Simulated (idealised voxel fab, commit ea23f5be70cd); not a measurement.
The following is a process module called voxel air gaps.
The cross-section on display is named cut; it measures 235 nm wide, and its cells are 5 nm squares.
Reading order for cross-sections: top band down to bottom band. Underlying form: a grid of square cells. Band size: one or more rows of cells. Read a band's entry like this: the first values are the height of its top and the height of its bottom in nm, and what follows is the sequence of materials from left to right, each with its width in nm. Note that "empty" is empty space, and that a single material marked "edge to edge" reaches across the band from edge to edge. Basically, 0 is our baseline, since under it the wafer straight out of the box is all one material. The bottom band has no lower end and keeps on going down, so it looks like "0..down". The two numbers in a width such as "30->40" mark its ends across the band: the first belongs to the top row of cells, the second to the bottom row, and from each row to the next the width moves by the same amount. Where the words "nothing got changed" appear for a step, the cross-section shows no cell changed by that step; every cell remained as before. Reported under the label "Unvented internal voids" are the empty spaces having no open way to the top and comprising 8 cells or more; the notation for each is width x height at distance, in which the distance is measured from the left edge and all three values are in nm. Anything after a step's settings on that line? It's the simulator's own note about the step. Steps that use a mask can have "overlay nm" on their line. It says how far the mask sat to the right of where it was meant to be. Negative means to the left.
The process steps that were planned are listed below
1. RECEIVE,material Si
2. CONFORMAL_DEP,material SiO2,thk nm 10
3. CONFORMAL_DEP,material SiN,thk nm 5
4. DIRECTIONAL_DEP,material SiO2,thk nm 40
5. DIRECTIONAL_DEP,material aC,thk nm 15
6. PATTERN,tone open,mask id LINES,material resist,width nm 15,pitch nm 55,thk nm 30,overlay nm 0
7. DIRECTIONAL_ETCH,etch materials aC,depth nm 15
8. STRIP,etch materials resist
9. DIRECTIONAL_ETCH,etch materials SiO2,depth nm 40
10. STRIP,etch materials aC
11. CONFORMAL_DEP,material TiN,thk nm 5
12. FILL_DEP,material Cu,thk nm 5
13. CMP,height nm 55
14. EPI,material Ru,thk nm 10
15. SELECTIVE_ETCH,etch materials SiO2,depth nm 50
16. CONFORMAL_DEP,material SiCN,thk nm 5
For this document, wafers share an identical start and vary in the step 6 width nm; the plan quotes the first wafer's value.
The first of several wafers as received, shown in cross-section; this is its state after step 1
	0..down | Si edge to edge
	Unvented internal voids: none
Take any row and you have a wafer at the end of the module: how many cells of each material it has gained (+) or lost (-) since it was received, and then its closed voids
width nm 15, +28 Cu, +56 Ru, +159 SiCN, +47 SiN, +94 SiO2, +68 TiN, Unvented internal voids: none
width nm 20, +56 Cu, +64 Ru, +159 SiCN, +47 SiN, +94 SiO2, +72 TiN, Unvented internal voids: none
width nm 25, +84 Cu, +72 Ru, +159 SiCN, +47 SiN, +94 SiO2, +76 TiN, Unvented internal voids: 20 x 30 at 50; 20 x 30 at 105; 20 x 30 at 160
width nm 30, +112 Cu, +80 Ru, +147 SiCN, +47 SiN, +94 SiO2, +80 TiN, Unvented internal voids: 15 x 30 at 55; 15 x 30 at 110; 15 x 30 at 165
width nm 35, +140 Cu, +88 Ru, +75 SiCN, +47 SiN, +190 SiO2, +84 TiN, Unvented internal voids: 10 x 30 at 0
width nm 40, +168 Cu, +90 Ru, +75 SiCN, +47 SiN, +166 SiO2, +88 TiN, Unvented internal voids: 10 x 30 at 0; 10 x 30 at 225
